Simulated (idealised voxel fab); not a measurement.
Documented hereafter: the process module known as voxel trench capacitor.
Displayed cross-section: cut, width of 160 nm, square cells sized 5 nm.
Think of the cross-section as a grid of square cells. We describe it in bands, top to bottom, and each band covers one or more rows of those cells. Per band: top height and bottom height in nm, followed by the left-to-right materials and their widths in nm; "everywhere" marks a single material spanning edge to edge, "blank" marks empty space. Beneath 0, the wafer as received is one material, and that level is where height counting begins. The lowest band goes on downward without a bottom; it is written like "0 nm and below". Width: "30..40" (first number = top row, second number = bottom row, same change from row to row of cells). It should be understood that the words "no change occurred", when stated for a given step, signify that the cross-section underwent no change in any of its cells during that step. What "Enclosed void inventory" gives you is every empty space of 8 cells or more that is cut off from the top. Each appears as width x height at distance, with the distance taken from the left edge and width, height and distance all in nm. Post-settings text on a step line: simulator's own remark regarding the step. overlay nm, on a step with a mask: how far to the right of its planned place the mask lay; to the left if negative.
Steps in the process plan:
1) RECEIVE, material Si
2) CONFORMAL_DEP, material SiN, thk nm 10
3) MASKED_ETCH, tone open, mask id TRENCH, width nm 20, pitch nm 35, etch materials SiN, depth nm 10, overlay nm 0
4) MASKED_ETCH, tone open, mask id TRENCH, width nm 20, pitch nm 35, etch materials Si, depth nm 35, overlay nm 0
5) CONFORMAL_DEP, material SiO2, thk nm 5
6) FILL_DEP, material polySi, thk nm 10
7) CMP, height nm 10
The cross-section here shows the wafer as received, i.e. in its state after step 1:
> 0 nm and below = Si everywhere
> Enclosed void inventory: none
First of two wafers at the end of the module, shown in cross-section; run carried out as planned:
> 10 nm to 0 nm = SiN=35, then SiO2=5, then polySi=10, then SiO2=5, then SiN=15, then SiO2=5, then polySi=10, then SiO2=5, then SiN=15, then SiO2=5, then polySi=10, then SiO2=5, then SiN=35
> 0 nm to -30 nm = Si=35, then SiO2=5, then polySi=10, then SiO2=5, then Si=15, then SiO2=5, then polySi=10, then SiO2=5, then Si=15, then SiO2=5, then polySi=10, then SiO2=5, then Si=35
> -30 nm to -35 nm = Si=35, then SiO2=20, then Si=15, then SiO2=20, then Si=15, then SiO2=20, then Si=35
> -35 nm and below = Si everywhere
> Enclosed void inventory: none
End-of-module cross-section of the second wafer: identical starting point and process plan to the first, with one processing mistake:
> 10 nm to 0 nm = SiN=35, then SiO2=5, then polySi=10, then SiO2=5, then SiN=15, then SiO2=5, then polySi=10, then SiO2=5, then SiN=15, then SiO2=5, then polySi=10, then SiO2=5, then SiN=35
> 0 nm to -40 nm = Si=35, then SiO2=5, then polySi=10, then SiO2=5, then Si=15, then SiO2=5, then polySi=10, then SiO2=5, then Si=15, then SiO2=5, then polySi=10, then SiO2=5, then Si=35
> -40 nm to -45 nm = Si=35, then SiO2=20, then Si=15, then SiO2=20, then Si=15, then SiO2=20, then Si=35
> -45 nm and below = Si everywhere
> Enclosed void inventory: none
Deviation noted in wafer processing: not per plan at step 4, really ran MASKED_ETCH, tone open, mask id TRENCH, width nm 20, pitch nm 35, etch materials Si, depth nm 45, overlay nm 0
Final wafer comparison in cells, second versus first, more or fewer per material: Si -24; SiO2 +12; polySi +12
